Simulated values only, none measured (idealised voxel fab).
process module | voxel transistor to metal
cross-section cut | 195 nm wide | cells 5 nm
A cross-section is written here as square cells arranged in a grid, and it is given in bands from the top down, each band taking up one or more rows of cells. First you get the band's top height and its bottom height, in nm, and then the materials it's made of, left to right, with each width in nm. If you see a single material with "throughout", that one covers the band edge to edge. "empty" is empty space. For the purposes of this specification, 0 denotes the height below which the wafer in its as-received condition is composed wholly of one material, and the lowermost band, lacking a lower limit, extends downward without end, as expressed in "from 0 down". Read "30->40" as a graded width: first number on top, second number at the bottom, same change between each pair of neighbouring rows. Key: "no alterations made" - step with no changed cell in the cross-section. For the entry "Trapped cavities", the listed items are empty spaces with no open way to the top whose size is 8 cells or more; each item follows the pattern width x height at distance, where distance is from the left edge and all three are in nm. Note: text after step settings on the step line = simulator remark on that step. overlay nm: step with mask; distance mask lay right of planned place; negative value = left of planned place.
THE STEPS PLANNED FOR THE PROCESS ARE AS FOLLOWS
1,RECEIVE | material Si
2,OXIDIZE | depth nm 5
3,CONFORMAL_DEP | material SiN | thk nm 10
4,DIRECTIONAL_DEP | material aC | thk nm 15
5,PATTERN | tone cover | mask id ACTIVE | material resist | width nm 130 | thk nm 30 | overlay nm 0
6,DIRECTIONAL_ETCH | etch materials aC | depth nm 15
7,STRIP | etch materials resist
8,DIRECTIONAL_ETCH | etch materials SiN | depth nm 10
9,DIRECTIONAL_ETCH | etch materials SiO2 | depth nm 5
10,DIRECTIONAL_ETCH | etch materials Si | depth nm 30
11,STRIP | etch materials aC
12,FILL_DEP | material SiO2 | thk nm 5
13,CMP | height nm 10
14,SELECTIVE_ETCH | etch materials SiO2 | depth nm 10
15,STRIP | etch materials SiN
16,SELECTIVE_ETCH | etch materials SiO2 | depth nm 5
17,OXIDIZE | depth nm 5
18,DIRECTIONAL_DEP | material polySi | thk nm 30
19,DIRECTIONAL_DEP | material SiCN | thk nm 10
20,DIRECTIONAL_DEP | material aC | thk nm 15
21,PATTERN | tone cover | mask id GATE | material resist | width nm 30 | thk nm 30 | overlay nm 0
22,DIRECTIONAL_ETCH | etch materials aC | depth nm 15
23,STRIP | etch materials resist
24,DIRECTIONAL_ETCH | etch materials SiCN | depth nm 20
25,DIRECTIONAL_ETCH | etch materials polySi | depth nm 40
26,STRIP | etch materials aC
27,CONFORMAL_DEP | material SiN | thk nm 10
28,DIRECTIONAL_ETCH | etch materials SiN | depth nm 10
29,DIRECTIONAL_ETCH | etch materials SiO2 | depth nm 5
30,DIRECTIONAL_ETCH | etch materials Si | depth nm 10
31,EPI | material pSi | thk nm 10
32,FILL_DEP | material SiO2 | thk nm 10
33,CMP | height nm 25
34,STRIP | etch materials polySi
35,SELECTIVE_ETCH | etch materials SiO2 | depth nm 5
36,CONFORMAL_DEP | material HfO2 | thk nm 5
37,CONFORMAL_DEP | material TiN | thk nm 5
38,FILL_DEP | material W | thk nm 10
39,CMP | height nm 20
40,DIRECTIONAL_DEP | material SiO2 | thk nm 10
41,PATTERN | tone open | mask id CONTACT | material resist | width nm 20 | pitch nm 90 | thk nm 20 | overlay nm 0
42,DIRECTIONAL_ETCH | etch materials SiO2 | depth nm 40
43,STRIP | etch materials resist
44,CONFORMAL_DEP | material TiN | thk nm 5
45,FILL_DEP | material W | thk nm 10
46,CMP | height nm 30
47,DIRECTIONAL_DEP | material TiN | thk nm 5
48,DIRECTIONAL_DEP | material Ru | thk nm 25
49,MASKED_ETCH | tone cover | mask id METAL_1 | width nm 20 | pitch nm 90 | etch materials Ru | depth nm 25 | overlay nm 0
50,MASKED_ETCH | tone cover | mask id METAL_1 | width nm 20 | pitch nm 90 | etch materials TiN | depth nm 5 | overlay nm 0
51,CONFORMAL_DEP | material SiN | thk nm 5
52,FILL_DEP | material SiO2 | thk nm 5
53,CMP | height nm 60
54,CONFORMAL_DEP | material SiCN | thk nm 5
DELIVERED WAFER IN CROSS-SECTION: STATE AFTER STEP 1
	from 0 down = Si throughout
	Trapped cavities: none
CROSS-SECTIONAL VIEW OF THE FIRST OF THE TWO WAFERS UPON COMPLETION OF THE MODULE, PROCESSED IN ACCORDANCE WITH THE PLAN
	from 65 to 60 = SiCN throughout
	from 60 to 35 = SiO2 (35), then SiN (5), then Ru (20), then SiN (5), then SiO2 (60), then SiN (5), then Ru (20), then SiN (5), then SiO2 (40)
	from 35 to 30 = SiN (40), then TiN (20), then SiN (70), then TiN (20), then SiN (45)
	from 30 to 20 = SiO2 (40), then TiN (5), then W (10), then TiN (5), then SiO2 (70), then TiN (5), then W (10), then TiN (5), then SiO2 (45)
	from 20 to 0 = SiO2 (40), then TiN (5), then W (10), then TiN (5), then SiO2 (10), then SiN (10), then HfO2 (5), then TiN (5), then W (10), then TiN (5), then HfO2 (5), then SiN (10), then SiO2 (10), then TiN (5), then W (10), then TiN (5), then SiO2 (45)
	from 0 to -5 = SiO2 (40), then TiN (5), then W (10), then TiN (5), then pSi (10), then SiN (10), then HfO2 (5), then TiN (20), then HfO2 (5), then SiN (10), then pSi (10), then TiN (5), then W (10), then TiN (5), then SiO2 (45)
	from -5 to -10 = SiO2 (40), then TiN (20), then pSi (10), then SiO2 (5), then HfO2 (40), then SiO2 (5), then pSi (10), then TiN (20), then SiO2 (45)
	from -10 to -20 = SiO2 (30), then pSi (40), then Si (50), then pSi (40), then SiO2 (35)
	from -20 to -35 = SiO2 (30), then Si (130), then SiO2 (35)
	from -35 down = Si throughout
	Trapped cavities: none
CROSS-SECTIONAL IMAGE OF THE SECOND WAFER OF THE TWO FOLLOWING COMPLETION OF THE MODULE. STARTING STATE AND PROCESS PLAN WERE THE SAME AS FOR THE FIRST WAFER; ONE EXECUTION ERROR OCCURRED
	from 65 to 60 = polySi throughout
	from 60 to 35 = SiO2 (35), then SiN (5), then Ru (20), then SiN (5), then SiO2 (60), then SiN (5), then Ru (20), then SiN (5), then SiO2 (40)
	from 35 to 30 = SiN (40), then TiN (20), then SiN (70), then TiN (20), then SiN (45)
	from 30 to 20 = SiO2 (40), then TiN (5), then W (10), then TiN (5), then SiO2 (70), then TiN (5), then W (10), then TiN (5), then SiO2 (45)
	from 20 to 0 = SiO2 (40), then TiN (5), then W (10), then TiN (5), then SiO2 (10), then SiN (10), then HfO2 (5), then TiN (5), then W (10), then TiN (5), then HfO2 (5), then SiN (10), then SiO2 (10), then TiN (5), then W (10), then TiN (5), then SiO2 (45)
	from 0 to -5 = SiO2 (40), then TiN (5), then W (10), then TiN (5), then pSi (10), then SiN (10), then HfO2 (5), then TiN (20), then HfO2 (5), then SiN (10), then pSi (10), then TiN (5), then W (10), then TiN (5), then SiO2 (45)
	from -5 to -10 = SiO2 (40), then TiN (20), then pSi (10), then SiO2 (5), then HfO2 (40), then SiO2 (5), then pSi (10), then TiN (20), then SiO2 (45)
	from -10 to -20 = SiO2 (30), then pSi (40), then Si (50), then pSi (40), then SiO2 (35)
	from -20 to -35 = SiO2 (30), then Si (130), then SiO2 (35)
	from -35 down = Si throughout
	Trapped cavities: none
What broke from the plan during processing? rather than as planned, step 54 actually ran as CONFORMAL_DEP | material polySi | thk nm 5
Per the end-of-run cell counts, the second wafer holds more or fewer of some materials than the first: SiCN: 39 fewer; polySi: 39 more
